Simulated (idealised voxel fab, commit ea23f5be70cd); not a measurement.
Documented hereafter: the process module known as voxel plated lines.
Pictured: cross-section cut, 245 nm wide, on a grid of 5 nm square cells.
Cross-sections here: square-cell grids, written as top-down lists of bands, a band being one or more rows of cells.
Band entry format. Leading values: height of top, height of bottom, nm. Remainder: materials in left-to-right order, each with its width in nm. Special words: "throughout" on a single material, which then fills the band edge to edge; "blank", empty space.
It should be noted that heights are counted from 0, beneath which the wafer as supplied is of one material throughout, and that the lowest band possesses no lower boundary but continues downward, as written in "0 nm and below".
Think of "30..40" as a width that walks from the first number to the second as you go down the band, top row to bottom row, taking equal-sized steps from row to row.
The designation "stayed the same", where it is given for a processing step, indicates that no cell of the cross-section was altered in the course of that step.
"Closed void entries": empty spaces of 8 cells or more with no open way to the top, each given as width x height at distance, distance from the left edge, all in nm.
Heads up: the bit after the settings on a step's line is the simulator's remark on that step.
Regarding "overlay nm": on a step with a mask, it is the distance the mask lay to the right of its planned place; a negative value places it to the left.
# Process steps foreseen in the plan
1 RECEIVE (material Si)
2 CONFORMAL_DEP (material SiN; thk nm 15)
3 DIRECTIONAL_DEP (material TiN; thk nm 5)
4 PATTERN (tone open; mask id LINES; material resist; width nm 15; pitch nm 45; thk nm 15; overlay nm 0)
5 EPI (material Ru; thk nm 10)
6 STRIP (etch materials resist)
7 DIRECTIONAL_ETCH (etch materials TiN; depth nm 5)
8 CONFORMAL_DEP (material SiO2; thk nm 5)
Where the wafers of this document differ is in the width nm of step 4; they start out the same, and the plan states the value that applied to the first wafer.
# Incoming state of the first of several wafers in cross-section: after step 1
    0 nm and below  Si throughout
    Closed void entries: none
# Per wafer (row), end of module: delta in cells per material since receipt, (+) for gained, (-) for lost; closed voids after that
width nm 15; +24 Ru; +147 SiN; +73 SiO2; +12 TiN; Closed void entries: none
width nm 20; +32 Ru; +147 SiN; +73 SiO2; +16 TiN; Closed void entries: none
width nm 25; +40 Ru; +147 SiN; +73 SiO2; +20 TiN; Closed void entries: none
width nm 30; +48 Ru; +147 SiN; +73 SiO2; +24 TiN; Closed void entries: none
